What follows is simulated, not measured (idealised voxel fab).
Process module name: voxel tone inversion
In the cross-section labelled cut, the width is 170 nm and each square cell is 5 nm.
Format of a cross-section: grid, square cells. Given as bands. Order: top down. Band: one or more rows of cells. Look at the band entry: it leads with the top's height and the bottom's height in nm. Then it lists the materials left to right, with a width in nm for each. The word "all across" on a single material says that material fills the band edge to edge. The word "blank" is empty space. For the purposes of this specification, 0 denotes the height below which the wafer in its as-received condition is composed wholly of one material, and the lowermost band, lacking a lower limit, extends downward without end, as expressed in "z 0 and below". The two numbers in a width such as "30..40" mark its ends across the band: the first belongs to the top row of cells, the second to the bottom row, and from each row to the next the width moves by the same amount. What does "identical to before" mean for a step? It means no cell of the cross-section changed in that step. What "Listed closed voids" gives you is every empty space of 8 cells or more that is cut off from the top. Each appears as width x height at distance, with the distance taken from the left edge and width, height and distance all in nm. Past the settings on a step's line: simulator remark, on that step. "overlay nm" on a masked step: distance the mask lay right of its planned place, negative for left.
**Here's what the planned process steps look like**
- 1: RECEIVE | material Si
- 2: CONFORMAL_DEP | material SiN | thk nm 5
- 3: DIRECTIONAL_DEP | material aC | thk nm 15
- 4: PATTERN | tone cover | mask id POSTS | material resist | width nm 20 | pitch nm 40 | thk nm 20 | overlay nm 0
- 5: DIRECTIONAL_ETCH | etch materials aC | depth nm 15
- 6: STRIP | etch materials resist
- 7: FILL_DEP | material SiO2 | thk nm 5
- 8: CMP | height nm 20
- 9: STRIP | etch materials aC
**So this is the incoming wafer in cross-section - it's already been through step 1**
> z 0 and below = Si all across
> Listed closed voids: none
**The module was run from the start shown above using the plan shown above, but one mistake was made doing it; the resulting wafer cross-section is below**
> z 20 to 15 = SiO2 all across
> z 15 to 0 = 15 nm SiO2, 20 nm aC, 20 nm SiO2, 20 nm aC, 20 nm SiO2, 20 nm aC, 20 nm SiO2, 20 nm aC, 15 nm SiO2
> z 0 and below = Si all across
> Listed closed voids: none
Deviation noted in wafer processing: plan step 2 skipped
